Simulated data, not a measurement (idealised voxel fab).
process module | voxel transistor to metal
cross-section cut | 165 nm wide | cells 5 nm
A cross-section is a grid of square cells, given in bands from the top down. A band is one or more rows of cells.
Each band's line starts with the height of the band's top and of its bottom, in nm. Then come its materials from left to right, each with its width in nm. One material with "throughout" fills the band from edge to edge. "air" is empty space.
Height 0 is the level under which the wafer as received is all one material. The lowest band goes on downwards, as in "0 down".
A width such as "30 to 40" changes by the same amount from each row of cells to the next, from the band's top row to its bottom row.
"no change" after a step means that no cell of the cross-section changed.
closed voids: empty space of 8 cells or more with no open way to the top, each as width x height at its distance from the left edge, in nm
after a step's settings: what the simulator itself notes on the step
overlay nm, on a step with a mask: how far to the right of its planned place the mask lay; to the left if negative
plan
1 op RECEIVE | material Si
2 op CONFORMAL_DEP | material SiO2 | thk nm 5
3 op CONFORMAL_DEP | material SiN | thk nm 10
4 op PATTERN | tone cover | mask id ACTIVE | material resist | width nm 105 | thk nm 15 | overlay nm 0
5 op DIRECTIONAL_ETCH | etch materials SiN | depth nm 10
6 op DIRECTIONAL_ETCH | etch materials SiO2 | depth nm 5
7 op DIRECTIONAL_ETCH | etch materials Si | depth nm 20
8 op STRIP | etch materials resist
9 op FILL_DEP | material SiO2 | thk nm 10
10 op CMP | height nm 15
11 op SELECTIVE_ETCH | etch materials SiO2 | depth nm 5
12 op STRIP | etch materials SiN
13 op SELECTIVE_ETCH | etch materials SiO2 | depth nm 5
14 op OXIDIZE | depth nm 5
15 op DIRECTIONAL_DEP | material polySi | thk nm 25
16 op DIRECTIONAL_DEP | material SiCN | thk nm 10
17 op DIRECTIONAL_DEP | material aC | thk nm 15
18 op PATTERN | tone cover | mask id GATE | material resist | width nm 15 | thk nm 30 | overlay nm 0
19 op DIRECTIONAL_ETCH | etch materials aC | depth nm 15
20 op STRIP | etch materials resist
21 op DIRECTIONAL_ETCH | etch materials SiCN | depth nm 20
22 op DIRECTIONAL_ETCH | etch materials polySi | depth nm 35
23 op STRIP | etch materials aC
24 op CONFORMAL_DEP | material SiO2 | thk nm 5
25 op DIRECTIONAL_ETCH | etch materials SiO2 | depth nm 5
26 op CONFORMAL_DEP | material SiN | thk nm 5
27 op DIRECTIONAL_ETCH | etch materials SiN | depth nm 5
28 op DIRECTIONAL_ETCH | etch materials SiO2 | depth nm 5
29 op EPI | material SiGe | thk nm 5
30 op FILL_DEP | material SiO2 | thk nm 10
31 op CMP | height nm 35
32 op DIRECTIONAL_DEP | material SiO2 | thk nm 10
33 op PATTERN | tone open | mask id CONTACT | material resist | width nm 20 | pitch nm 65 | thk nm 20 | overlay nm 0
34 op DIRECTIONAL_ETCH | etch materials SiO2 | depth nm 45
35 op STRIP | etch materials resist
36 op CONFORMAL_DEP | material TiN | thk nm 5
37 op FILL_DEP | material Ru | thk nm 5
38 op CMP | height nm 45
39 op DIRECTIONAL_DEP | material TiN | thk nm 5
40 op DIRECTIONAL_DEP | material W | thk nm 20
41 op MASKED_ETCH | tone cover | mask id METAL_1 | width nm 20 | pitch nm 65 | etch materials W | depth nm 20 | overlay nm 0
42 op MASKED_ETCH | tone cover | mask id METAL_1 | width nm 20 | pitch nm 65 | etch materials TiN | depth nm 5 | overlay nm 0
43 op CONFORMAL_DEP | material SiCN | thk nm 5
44 op FILL_DEP | material lowk | thk nm 10
45 op CMP | height nm 70
46 op CONFORMAL_DEP | material SiN | thk nm 5
first wafer, as planned
as received, after step 1
  0 down: Si throughout
  closed voids: none
after step 2
  5 to 0: SiO2 throughout
  below 0: unchanged
after step 3
  15 to 5: SiN throughout
  below 5: unchanged
after step 4
  30 to 15: air 30 | resist 105 | air 30
  below 15: unchanged
after step 5
  30 to 15: air 30 | resist 105 | air 30
  15 to 5: air 30 | SiN 105 | air 30
  below 5: unchanged
after step 6
  30 to 15: air 30 | resist 105 | air 30
  15 to 5: air 30 | SiN 105 | air 30
  5 to 0: air 30 | SiO2 105 | air 30
  below 0: unchanged
after step 7
  30 to 15: air 30 | resist 105 | air 30
  15 to 5: air 30 | SiN 105 | air 30
  5 to 0: air 30 | SiO2 105 | air 30
  0 to -20: air 30 | Si 105 | air 30
  below -20: unchanged
after step 8
  15 to 5: air 30 | SiN 105 | air 30
  below 5: unchanged
after step 9
  25 to 15: SiO2 throughout
  15 to 5: SiO2 30 | SiN 105 | SiO2 30
  5 to 0: SiO2 throughout
  0 to -20: SiO2 30 | Si 105 | SiO2 30
  below -20: unchanged
after step 10
  15 to 5: SiO2 30 | SiN 105 | SiO2 30
  below 5: unchanged
after step 11
  15 to 10: air 30 | SiN 105 | air 30
  below 10: unchanged
after step 12
  10 to 5: SiO2 30 | air 105 | SiO2 30
  below 5: unchanged
after step 13
  5 to 0: SiO2 25 | air 115 | SiO2 25
  below 0: unchanged
after step 14
  5 to 0: SiO2 25 | air 115 | SiO2 25
  0 to -5: SiO2 throughout
  below -5: unchanged
after step 15
  30 to 25: polySi 25 | air 115 | polySi 25
  25 to 5: polySi throughout
  5 to 0: SiO2 25 | polySi 115 | SiO2 25
  below 0: unchanged
after step 16
  40 to 35: SiCN 25 | air 115 | SiCN 25
  35 to 30: SiCN throughout
  30 to 25: polySi 25 | SiCN 115 | polySi 25
  below 25: unchanged
after step 17
  55 to 50: aC 25 | air 115 | aC 25
  50 to 40: aC throughout
  40 to 35: SiCN 25 | aC 115 | SiCN 25
  below 35: unchanged
after step 18
  85 to 55: air 75 | resist 15 | air 75
  55 to 50: aC 25 | air 50 | resist 15 | air 50 | aC 25
  below 50: unchanged
after step 19
  70 to 50: air 75 | resist 15 | air 75
  50 to 40: air 75 | aC 15 | air 75
  40 to 35: SiCN 25 | air 50 | aC 15 | air 50 | SiCN 25
  below 35: unchanged
after step 20
  50 to 40: air 75 | aC 15 | air 75
  below 40: unchanged
after step 21
  50 to 35: air 75 | aC 15 | air 75
  35 to 30: air 75 | SiCN 15 | air 75
  30 to 25: polySi 25 | air 50 | SiCN 15 | air 50 | polySi 25
  below 25: unchanged
after step 22
  50 to 35: air 75 | aC 15 | air 75
  35 to 25: air 75 | SiCN 15 | air 75
  25 to 5: air 75 | polySi 15 | air 75
  5 to 0: SiO2 25 | air 50 | polySi 15 | air 50 | SiO2 25
  below 0: unchanged
after step 23
  35 to 25: air 75 | SiCN 15 | air 75
  below 25: unchanged
after step 24
  40 to 35: air 70 | SiO2 25 | air 70
  35 to 25: air 70 | SiO2 5 | SiCN 15 | SiO2 5 | air 70
  25 to 10: air 70 | SiO2 5 | polySi 15 | SiO2 5 | air 70
  10 to 5: SiO2 30 | air 40 | SiO2 5 | polySi 15 | SiO2 5 | air 40 | SiO2 30
  5 to 0: SiO2 75 | polySi 15 | SiO2 75
  below 0: unchanged
after step 25
  35 to 25: air 70 | SiO2 5 | SiCN 15 | SiO2 5 | air 70
  25 to 5: air 70 | SiO2 5 | polySi 15 | SiO2 5 | air 70
  5 to 0: SiO2 30 | air 40 | SiO2 5 | polySi 15 | SiO2 5 | air 40 | SiO2 30
  below 0: unchanged
after step 26
  40 to 35: air 65 | SiN 35 | air 65
  35 to 25: air 65 | SiN 5 | SiO2 5 | SiCN 15 | SiO2 5 | SiN 5 | air 65
  25 to 10: air 65 | SiN 5 | SiO2 5 | polySi 15 | SiO2 5 | SiN 5 | air 65
  10 to 5: SiN 35 | air 30 | SiN 5 | SiO2 5 | polySi 15 | SiO2 5 | SiN 5 | air 30 | SiN 35
  5 to 0: SiO2 30 | SiN 40 | SiO2 5 | polySi 15 | SiO2 5 | SiN 40 | SiO2 30
  below 0: unchanged
after step 27
  35 to 25: air 65 | SiN 5 | SiO2 5 | SiCN 15 | SiO2 5 | SiN 5 | air 65
  25 to 5: air 65 | SiN 5 | SiO2 5 | polySi 15 | SiO2 5 | SiN 5 | air 65
  5 to 0: SiO2 30 | SiN 5 | air 30 | SiN 5 | SiO2 5 | polySi 15 | SiO2 5 | SiN 5 | air 30 | SiN 5 | SiO2 30
  below 0: unchanged
after step 28
  35 to 30: air 65 | SiN 5 | air 5 | SiCN 15 | air 5 | SiN 5 | air 65
  30 to 25: air 65 | SiN 5 | SiO2 5 | SiCN 15 | SiO2 5 | SiN 5 | air 65
  25 to 5: air 65 | SiN 5 | SiO2 5 | polySi 15 | SiO2 5 | SiN 5 | air 65
  5 to 0: air 30 | SiN 5 | air 30 | SiN 5 | SiO2 5 | polySi 15 | SiO2 5 | SiN 5 | air 30 | SiN 5 | air 30
  0 to -5: SiO2 35 | air 30 | SiO2 35 | air 30 | SiO2 35
  below -5: unchanged
after step 29
  35 to 30: air 65 | SiN 5 | air 5 | SiCN 15 | air 5 | SiN 5 | air 65
  30 to 25: air 65 | SiN 5 | SiO2 5 | SiCN 15 | SiO2 5 | SiN 5 | air 65
  25 to 5: air 65 | SiN 5 | SiO2 5 | polySi 15 | SiO2 5 | SiN 5 | air 65
  5 to 0: air 30 | SiN 5 | air 30 | SiN 5 | SiO2 5 | polySi 15 | SiO2 5 | SiN 5 | air 30 | SiN 5 | air 30
  0 to -5: SiO2 35 | SiGe 30 | SiO2 35 | SiGe 30 | SiO2 35
  below -5: unchanged
after step 30
  45 to 35: SiO2 throughout
  35 to 25: SiO2 65 | SiN 5 | SiO2 5 | SiCN 15 | SiO2 5 | SiN 5 | SiO2 65
  25 to 5: SiO2 65 | SiN 5 | SiO2 5 | polySi 15 | SiO2 5 | SiN 5 | SiO2 65
  5 to 0: SiO2 30 | SiN 5 | SiO2 30 | SiN 5 | SiO2 5 | polySi 15 | SiO2 5 | SiN 5 | SiO2 30 | SiN 5 | SiO2 30
  below 0: unchanged
after step 31
  35 to 25: SiO2 65 | SiN 5 | SiO2 5 | SiCN 15 | SiO2 5 | SiN 5 | SiO2 65
  below 25: unchanged
after step 32
  45 to 35: SiO2 throughout
  below 35: unchanged
after step 33
  65 to 45: resist 40 | air 20 | resist 45 | air 20 | resist 40
  below 45: unchanged
after step 34
  65 to 45: resist 40 | air 20 | resist 45 | air 20 | resist 40
  45 to 35: SiO2 40 | air 20 | SiO2 45 | air 20 | SiO2 40
  35 to 25: SiO2 40 | air 20 | SiO2 5 | SiN 5 | SiO2 5 | SiCN 15 | SiO2 5 | SiN 5 | SiO2 5 | air 20 | SiO2 40
  25 to 5: SiO2 40 | air 20 | SiO2 5 | SiN 5 | SiO2 5 | polySi 15 | SiO2 5 | SiN 5 | SiO2 5 | air 20 | SiO2 40
  5 to 0: SiO2 30 | SiN 5 | SiO2 5 | air 20 | SiO2 5 | SiN 5 | SiO2 5 | polySi 15 | SiO2 5 | SiN 5 | SiO2 5 | air 20 | SiO2 5 | SiN 5 | SiO2 30
  below 0: unchanged
after step 35
  45 to 35: SiO2 40 | air 20 | SiO2 45 | air 20 | SiO2 40
  below 35: unchanged
after step 36
  50 to 45: TiN 45 | air 10 | TiN 55 | air 10 | TiN 45
  45 to 35: SiO2 40 | TiN 5 | air 10 | TiN 5 | SiO2 45 | TiN 5 | air 10 | TiN 5 | SiO2 40
  35 to 25: SiO2 40 | TiN 5 | air 10 | TiN 5 | SiO2 5 | SiN 5 | SiO2 5 | SiCN 15 | SiO2 5 | SiN 5 | SiO2 5 | TiN 5 | air 10 | TiN 5 | SiO2 40
  25 to 5: SiO2 40 | TiN 5 | air 10 | TiN 5 | SiO2 5 | SiN 5 | SiO2 5 | polySi 15 | SiO2 5 | SiN 5 | SiO2 5 | TiN 5 | air 10 | TiN 5 | SiO2 40
  5 to 0: SiO2 30 | SiN 5 | SiO2 5 | TiN 20 | SiO2 5 | SiN 5 | SiO2 5 | polySi 15 | SiO2 5 | SiN 5 | SiO2 5 | TiN 20 | SiO2 5 | SiN 5 | SiO2 30
  below 0: unchanged
after step 37
  55 to 50: Ru throughout
  50 to 45: TiN 45 | Ru 10 | TiN 55 | Ru 10 | TiN 45
  45 to 35: SiO2 40 | TiN 5 | Ru 10 | TiN 5 | SiO2 45 | TiN 5 | Ru 10 | TiN 5 | SiO2 40
  35 to 25: SiO2 40 | TiN 5 | Ru 10 | TiN 5 | SiO2 5 | SiN 5 | SiO2 5 | SiCN 15 | SiO2 5 | SiN 5 | SiO2 5 | TiN 5 | Ru 10 | TiN 5 | SiO2 40
  25 to 5: SiO2 40 | TiN 5 | Ru 10 | TiN 5 | SiO2 5 | SiN 5 | SiO2 5 | polySi 15 | SiO2 5 | SiN 5 | SiO2 5 | TiN 5 | Ru 10 | TiN 5 | SiO2 40
  below 5: unchanged
after step 38
  45 to 35: SiO2 40 | TiN 5 | Ru 10 | TiN 5 | SiO2 45 | TiN 5 | Ru 10 | TiN 5 | SiO2 40
  below 35: unchanged
after step 39
  50 to 45: TiN throughout
  below 45: unchanged
after step 40
  70 to 50: W throughout
  below 50: unchanged
after step 41
  70 to 50: air 40 | W 20 | air 45 | W 20 | air 40
  below 50: unchanged
after step 42
  70 to 50: air 40 | W 20 | air 45 | W 20 | air 40
  50 to 45: air 40 | TiN 20 | air 45 | TiN 20 | air 40
  below 45: unchanged
after step 43
  75 to 70: air 35 | SiCN 30 | air 35 | SiCN 30 | air 35
  70 to 50: air 35 | SiCN 5 | W 20 | SiCN 5 | air 35 | SiCN 5 | W 20 | SiCN 5 | air 35
  50 to 45: SiCN 40 | TiN 20 | SiCN 45 | TiN 20 | SiCN 40
  below 45: unchanged
after step 44
  85 to 75: lowk throughout
  75 to 70: lowk 35 | SiCN 30 | lowk 35 | SiCN 30 | lowk 35
  70 to 50: lowk 35 | SiCN 5 | W 20 | SiCN 5 | lowk 35 | SiCN 5 | W 20 | SiCN 5 | lowk 35
  below 50: unchanged
after step 45
  70 to 50: lowk 35 | SiCN 5 | W 20 | SiCN 5 | lowk 35 | SiCN 5 | W 20 | SiCN 5 | lowk 35
  below 50: unchanged
after step 46
  75 to 70: SiN throughout
  below 70: unchanged
second wafer: like start, like plan, one mistake. Through step 41 it matches the first wafer
when step 42 should have ended
  70 to 50: air 40 | W 20 | air 45 | W 20 | air 40
  50 to 45: air 30 | TiN 30 | air 35 | TiN 30 | air 40
  below 45: unchanged
when step 43 should have ended
  75 to 70: air 35 | SiCN 30 | air 35 | SiCN 30 | air 35
  70 to 55: air 35 | SiCN 5 | W 20 | SiCN 5 | air 35 | SiCN 5 | W 20 | SiCN 5 | air 35
  55 to 50: air 25 | SiCN 15 | W 20 | SiCN 5 | air 25 | SiCN 15 | W 20 | SiCN 5 | air 35
  50 to 45: SiCN 30 | TiN 30 | SiCN 35 | TiN 30 | SiCN 40
  below 45: unchanged
when step 44 should have ended
  85 to 75: lowk throughout
  75 to 70: lowk 35 | SiCN 30 | lowk 35 | SiCN 30 | lowk 35
  70 to 55: lowk 35 | SiCN 5 | W 20 | SiCN 5 | lowk 35 | SiCN 5 | W 20 | SiCN 5 | lowk 35
  55 to 50: lowk 25 | SiCN 15 | W 20 | SiCN 5 | lowk 25 | SiCN 15 | W 20 | SiCN 5 | lowk 35
  below 50: unchanged
when step 45 should have ended
  70 to 55: lowk 35 | SiCN 5 | W 20 | SiCN 5 | lowk 35 | SiCN 5 | W 20 | SiCN 5 | lowk 35
  below 55: unchanged
when step 46 should have ended
  75 to 70: SiN throughout
  below 70: unchanged
what went wrong: step 42 ran as: op MASKED_ETCH | tone cover | mask id METAL_1 | width nm 20 | pitch nm 65 | etch materials TiN | depth nm 5 | overlay nm -10
at the end the second wafer has, in cells: 4 more of TiN | 4 fewer of lowk
